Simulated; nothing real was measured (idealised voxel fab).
Title: Process Module voxel trench capacitor
Section shown: cut. Width: 195 nm. Cell size: 5 nm, square.
Notation: cross-section as square-cell grid; stated in bands, top first, going down; one or more cell rows per band. Quick guide to a band line: top height, bottom height (nm) up front; then every material left to right with its width in nm. Only one material and it's marked "all across"? Then it fills the band edge to edge. And "blank" just means empty space. Heights are expressed relative to 0, this being the level below which the as-received wafer comprises one material exclusively. The lowest band is unbounded in the downward direction and is denoted as in "0 down". Quick explanation for "30->40": the width changes in equal steps down the rows of cells, from the first number in the band's top row to the second number in its bottom row. "all unchanged", as given for a step, is the statement that not any cell of the cross-section underwent a change during that step. The entry "Closed void register" lists the empty spaces that cover at least 8 cells and have no open path to the top. Each is written as width x height at distance, where the distance is measured from the left edge and all three values are in nm. Where a step's line continues beyond its settings, the continuation is a remark by the simulator itself on that step. You can add "overlay nm" to a step's line. For a step with a mask, it describes how far the mask lay to the right of its planned position, and a negative number describes a lay to the left.

PROCESS STEPS FORESEEN IN THE PLAN
1,RECEIVE, material Si
2,CONFORMAL_DEP, material SiN, thk nm 5
3,DIRECTIONAL_DEP, material aC, thk nm 15
4,PATTERN, tone open, mask id TRENCH, material resist, width nm 25, pitch nm 55, thk nm 35, overlay nm 0
5,DIRECTIONAL_ETCH, etch materials aC, depth nm 15
6,STRIP, etch materials resist
7,DIRECTIONAL_ETCH, etch materials SiN, depth nm 5
8,DIRECTIONAL_ETCH, etch materials Si, depth nm 35
9,STRIP, etch materials aC
10,CONFORMAL_DEP, material SiO2, thk nm 5
11,FILL_DEP, material polySi, thk nm 10
12,CMP, height nm 5

OF TWO WAFERS, THE FIRST: RUN ACCORDING TO PLAN

CROSS-SECTION, INCOMING MATERIAL, AFTER STEP 1
  0 down: Si all across
  Closed void register: none

ONCE STEP 2 IS THROUGH, THE WAFER LOOKS LIKE THIS IN CROSS-SECTION
  5 to 0: SiN all across
  For the remainder of the cross-section, below 0, there is no change.

ONCE STEP 3 IS THROUGH, THE WAFER LOOKS LIKE THIS IN CROSS-SECTION
  20 to 5: aC all across
  For the remainder of the cross-section, below 5, there is no change.

ONCE STEP 4 IS THROUGH, THE WAFER LOOKS LIKE THIS IN CROSS-SECTION
  55 to 20: 30 nm resist, then 25 nm blank, then 30 nm resist, then 25 nm blank, then 30 nm resist, then 25 nm blank, then 30 nm resist
  For the remainder of the cross-section, below 20, there is no change.

ONCE STEP 5 IS THROUGH, THE WAFER LOOKS LIKE THIS IN CROSS-SECTION
  40 to 20: 30 nm resist, then 25 nm blank, then 30 nm resist, then 25 nm blank, then 30 nm resist, then 25 nm blank, then 30 nm resist
  20 to 5: 30 nm aC, then 25 nm blank, then 30 nm aC, then 25 nm blank, then 30 nm aC, then 25 nm blank, then 30 nm aC
  For the remainder of the cross-section, below 5, there is no change.

ONCE STEP 6 IS THROUGH, THE WAFER LOOKS LIKE THIS IN CROSS-SECTION
  20 to 5: 30 nm aC, then 25 nm blank, then 30 nm aC, then 25 nm blank, then 30 nm aC, then 25 nm blank, then 30 nm aC
  For the remainder of the cross-section, below 5, there is no change.

ONCE STEP 7 IS THROUGH, THE WAFER LOOKS LIKE THIS IN CROSS-SECTION
  20 to 5: 30 nm aC, then 25 nm blank, then 30 nm aC, then 25 nm blank, then 30 nm aC, then 25 nm blank, then 30 nm aC
  5 to 0: 30 nm SiN, then 25 nm blank, then 30 nm SiN, then 25 nm blank, then 30 nm SiN, then 25 nm blank, then 30 nm SiN
  For the remainder of the cross-section, below 0, there is no change.

ONCE STEP 8 IS THROUGH, THE WAFER LOOKS LIKE THIS IN CROSS-SECTION
  20 to 5: 30 nm aC, then 25 nm blank, then 30 nm aC, then 25 nm blank, then 30 nm aC, then 25 nm blank, then 30 nm aC
  5 to 0: 30 nm SiN, then 25 nm blank, then 30 nm SiN, then 25 nm blank, then 30 nm SiN, then 25 nm blank, then 30 nm SiN
  0 to -35: 30 nm Si, then 25 nm blank, then 30 nm Si, then 25 nm blank, then 30 nm Si, then 25 nm blank, then 30 nm Si
  For the remainder of the cross-section, below -35, there is no change.

ONCE STEP 9 IS THROUGH, THE WAFER LOOKS LIKE THIS IN CROSS-SECTION
  5 to 0: 30 nm SiN, then 25 nm blank, then 30 nm SiN, then 25 nm blank, then 30 nm SiN, then 25 nm blank, then 30 nm SiN
  For the remainder of the cross-section, below 0, there is no change.

ONCE STEP 10 IS THROUGH, THE WAFER LOOKS LIKE THIS IN CROSS-SECTION
  10 to 5: 35 nm SiO2, then 15 nm blank, then 40 nm SiO2, then 15 nm blank, then 40 nm SiO2, then 15 nm blank, then 35 nm SiO2
  5 to 0: 30 nm SiN, then 5 nm SiO2, then 15 nm blank, then 5 nm SiO2, then 30 nm SiN, then 5 nm SiO2, then 15 nm blank, then 5 nm SiO2, then 30 nm SiN, then 5 nm SiO2, then 15 nm blank, then 5 nm SiO2, then 30 nm SiN
  0 to -30: 30 nm Si, then 5 nm SiO2, then 15 nm blank, then 5 nm SiO2, then 30 nm Si, then 5 nm SiO2, then 15 nm blank, then 5 nm SiO2, then 30 nm Si, then 5 nm SiO2, then 15 nm blank, then 5 nm SiO2, then 30 nm Si
  -30 to -35: 30 nm Si, then 25 nm SiO2, then 30 nm Si, then 25 nm SiO2, then 30 nm Si, then 25 nm SiO2, then 30 nm Si
  For the remainder of the cross-section, below -35, there is no change.

ONCE STEP 11 IS THROUGH, THE WAFER LOOKS LIKE THIS IN CROSS-SECTION
  20 to 10: polySi all across
  10 to 5: 35 nm SiO2, then 15 nm polySi, then 40 nm SiO2, then 15 nm polySi, then 40 nm SiO2, then 15 nm polySi, then 35 nm SiO2
  5 to 0: 30 nm SiN, then 5 nm SiO2, then 15 nm polySi, then 5 nm SiO2, then 30 nm SiN, then 5 nm SiO2, then 15 nm polySi, then 5 nm SiO2, then 30 nm SiN, then 5 nm SiO2, then 15 nm polySi, then 5 nm SiO2, then 30 nm SiN
  0 to -30: 30 nm Si, then 5 nm SiO2, then 15 nm polySi, then 5 nm SiO2, then 30 nm Si, then 5 nm SiO2, then 15 nm polySi, then 5 nm SiO2, then 30 nm Si, then 5 nm SiO2, then 15 nm polySi, then 5 nm SiO2, then 30 nm Si
  For the remainder of the cross-section, below -30, there is no change.

ONCE STEP 12 IS THROUGH, THE WAFER LOOKS LIKE THIS IN CROSS-SECTION
  5 to 0: 30 nm SiN, then 5 nm SiO2, then 15 nm polySi, then 5 nm SiO2, then 30 nm SiN, then 5 nm SiO2, then 15 nm polySi, then 5 nm SiO2, then 30 nm SiN, then 5 nm SiO2, then 15 nm polySi, then 5 nm SiO2, then 30 nm SiN
  For the remainder of the cross-section, below 0, there is no change.

SECOND WAFER: LIKE START, LIKE PLAN, ONE MISTAKE. THROUGH STEP 10 IT MATCHES THE FIRST WAFER

SECOND WAFER: CROSS-SECTION AT THE SCHEDULED END OF STEP 11
  20 to 10: aC all across
  10 to 5: 35 nm SiO2, then 15 nm aC, then 40 nm SiO2, then 15 nm aC, then 40 nm SiO2, then 15 nm aC, then 35 nm SiO2
  5 to 0: 30 nm SiN, then 5 nm SiO2, then 15 nm aC, then 5 nm SiO2, then 30 nm SiN, then 5 nm SiO2, then 15 nm aC, then 5 nm SiO2, then 30 nm SiN, then 5 nm SiO2, then 15 nm aC, then 5 nm SiO2, then 30 nm SiN
  0 to -30: 30 nm Si, then 5 nm SiO2, then 15 nm aC, then 5 nm SiO2, then 30 nm Si, then 5 nm SiO2, then 15 nm aC, then 5 nm SiO2, then 30 nm Si, then 5 nm SiO2, then 15 nm aC, then 5 nm SiO2, then 30 nm Si
  For the remainder of the cross-section, below -30, there is no change.

SECOND WAFER: CROSS-SECTION AT THE SCHEDULED END OF STEP 12
  5 to 0: 30 nm SiN, then 5 nm SiO2, then 15 nm aC, then 5 nm SiO2, then 30 nm SiN, then 5 nm SiO2, then 15 nm aC, then 5 nm SiO2, then 30 nm SiN, then 5 nm SiO2, then 15 nm aC, then 5 nm SiO2, then 30 nm SiN
  For the remainder of the cross-section, below 0, there is no change.
In executing the process, a mistake was made relative to the plan: step 11 went in with a setting other than planned; the actual run was FILL_DEP, material aC, thk nm 10
Wafer comparison, final, in cells, second relative to first, materials more or fewer: aC: 63 more; polySi: 63 fewer
